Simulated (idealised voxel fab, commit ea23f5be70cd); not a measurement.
The document below concerns the process module designated voxel tone inversion.
Square cells of 5 nm make up the cross-section cut, whose width is 250 nm.
If you're reading a cross-section in this doc, picture square cells in a grid; it comes to you as bands, top ones listed first down to the bottom, and a band can be one or more rows of cells. It is stipulated that each band's entry specify, in nanometres, the height of the top of the band and then that of its bottom, followed by the materials of the band in left-to-right sequence, each together with its width in nanometres. A single material marked by the word "all across" is understood to fill the band from edge to edge; the word "air" is understood to denote empty space. Zero point of the height axis is 0; under it, received wafer = one material. Lowest band: continues down indefinitely, "0 nm and below". It should be noted that a width expressed as "30 to 40" varies in equal increments from row to row of cells within the band, taking the value of the first number at the top row and that of the second number at the bottom row. No cell of the cross-section changed in a step that is given as "no modification". Heads up: "Fully sealed voids" only lists the empty pockets with no open path to the top that are 8 cells or more, and it writes them as width x height at distance, distance from the left edge, in nm. Heads up: the bit after the settings on a step's line is the simulator's remark on that step. overlay nm, on a step with a mask: how far to the right of its planned place the mask lay; to the left if negative.
Set out below are the planned steps of the process
1,RECEIVE with material Si
2,CONFORMAL_DEP with material SiN, thk nm 10
3,DIRECTIONAL_DEP with material polySi, thk nm 25
4,PATTERN with tone cover, mask id POSTS, material resist, width nm 15, pitch nm 45, thk nm 35, overlay nm 0
5,DIRECTIONAL_ETCH with etch materials polySi, depth nm 25
6,STRIP with etch materials resist
7,FILL_DEP with material SiO2, thk nm 10
8,CMP with height nm 35
9,STRIP with etch materials polySi
10,CONFORMAL_DEP with material TiN, thk nm 5
11,FILL_DEP with material Ru, thk nm 10
12,CMP with height nm 35
13,CONFORMAL_DEP with material SiN, thk nm 5
First of two wafers, processed according to plan
Cross-section, incoming material, after step 1
	0 nm and below | Si all across
	Fully sealed voids: none
Wafer after step 2 (cross-section)
	10 nm to 0 nm | SiN all across
	Below 0, no change.
Wafer after step 3 (cross-section)
	35 nm to 10 nm | polySi all across
	Below 10, no change.
Wafer after step 4 (cross-section)
	70 nm to 35 nm | 70 of air, then 15 of resist, then 30 of air, then 15 of resist, then 30 of air, then 15 of resist, then 75 of air
	Below 35, no change.
Wafer after step 5 (cross-section)
	70 nm to 35 nm | 70 of air, then 15 of resist, then 30 of air, then 15 of resist, then 30 of air, then 15 of resist, then 75 of air
	35 nm to 10 nm | 70 of air, then 15 of polySi, then 30 of air, then 15 of polySi, then 30 of air, then 15 of polySi, then 75 of air
	Below 10, no change.
Wafer after step 6 (cross-section)
	35 nm to 10 nm | 70 of air, then 15 of polySi, then 30 of air, then 15 of polySi, then 30 of air, then 15 of polySi, then 75 of air
	Below 10, no change.
Wafer after step 7 (cross-section)
	45 nm to 35 nm | SiO2 all across
	35 nm to 10 nm | 70 of SiO2, then 15 of polySi, then 30 of SiO2, then 15 of polySi, then 30 of SiO2, then 15 of polySi, then 75 of SiO2
	Below 10, no change.
Wafer after step 8 (cross-section)
	35 nm to 10 nm | 70 of SiO2, then 15 of polySi, then 30 of SiO2, then 15 of polySi, then 30 of SiO2, then 15 of polySi, then 75 of SiO2
	Below 10, no change.
Wafer after step 9 (cross-section)
	35 nm to 10 nm | 70 of SiO2, then 15 of air, then 30 of SiO2, then 15 of air, then 30 of SiO2, then 15 of air, then 75 of SiO2
	Below 10, no change.
Wafer after step 10 (cross-section)
	40 nm to 35 nm | 75 of TiN, then 5 of air, then 40 of TiN, then 5 of air, then 40 of TiN, then 5 of air, then 80 of TiN
	35 nm to 15 nm | 70 of SiO2, then 5 of TiN, then 5 of air, then 5 of TiN, then 30 of SiO2, then 5 of TiN, then 5 of air, then 5 of TiN, then 30 of SiO2, then 5 of TiN, then 5 of air, then 5 of TiN, then 75 of SiO2
	15 nm to 10 nm | 70 of SiO2, then 15 of TiN, then 30 of SiO2, then 15 of TiN, then 30 of SiO2, then 15 of TiN, then 75 of SiO2
	Below 10, no change.
Wafer after step 11 (cross-section)
	50 nm to 40 nm | Ru all across
	40 nm to 35 nm | 75 of TiN, then 5 of Ru, then 40 of TiN, then 5 of Ru, then 40 of TiN, then 5 of Ru, then 80 of TiN
	35 nm to 15 nm | 70 of SiO2, then 5 of TiN, then 5 of Ru, then 5 of TiN, then 30 of SiO2, then 5 of TiN, then 5 of Ru, then 5 of TiN, then 30 of SiO2, then 5 of TiN, then 5 of Ru, then 5 of TiN, then 75 of SiO2
	Below 15, no change.
Wafer after step 12 (cross-section)
	35 nm to 15 nm | 70 of SiO2, then 5 of TiN, then 5 of Ru, then 5 of TiN, then 30 of SiO2, then 5 of TiN, then 5 of Ru, then 5 of TiN, then 30 of SiO2, then 5 of TiN, then 5 of Ru, then 5 of TiN, then 75 of SiO2
	Below 15, no change.
Wafer after step 13 (cross-section)
	40 nm to 35 nm | SiN all across
	Below 35, no change.
Wafer two. Identical start, identical plan. One mistake in execution. Identical history through step 1
Second wafer shown in cross-section at the time step 2 was slated to end
	25 nm to 0 nm | polySi all across
	Below 0, no change.
Second wafer shown in cross-section at the time step 3 was slated to end
	35 nm to 25 nm | SiN all across
	Below 25, no change.
Second wafer shown in cross-section at the time step 4 was slated to end
	70 nm to 35 nm | 70 of air, then 15 of resist, then 30 of air, then 15 of resist, then 30 of air, then 15 of resist, then 75 of air
	Below 35, no change.
Second wafer shown in cross-section at the time step 5 was slated to end: no modification
Second wafer shown in cross-section at the time step 6 was slated to end
	35 nm to 25 nm | SiN all across
	Below 25, no change.
Second wafer shown in cross-section at the time step 7 was slated to end
	45 nm to 35 nm | SiO2 all across
	Below 35, no change.
Second wafer shown in cross-section at the time step 8 was slated to end
	35 nm to 25 nm | SiN all across
	Below 25, no change.
Second wafer shown in cross-section at the time step 9 was slated to end: no modification
Second wafer shown in cross-section at the time step 10 was slated to end
	40 nm to 35 nm | TiN all across
	Below 35, no change.
Second wafer shown in cross-section at the time step 11 was slated to end
	50 nm to 40 nm | Ru all across
	Below 40, no change.
Second wafer shown in cross-section at the time step 12 was slated to end
	35 nm to 25 nm | SiN all across
	Below 25, no change.
Second wafer shown in cross-section at the time step 13 was slated to end
	40 nm to 25 nm | SiN all across
	Below 25, no change.
Heads up, the wafer didn't run the way we planned it: order of steps 2 and 3 inverted relative to the plan
Bottom line after processing is that, in cells, the second wafer is up or down on some materials versus the first: -12 Ru; -205 SiO2; -33 TiN; +250 polySi
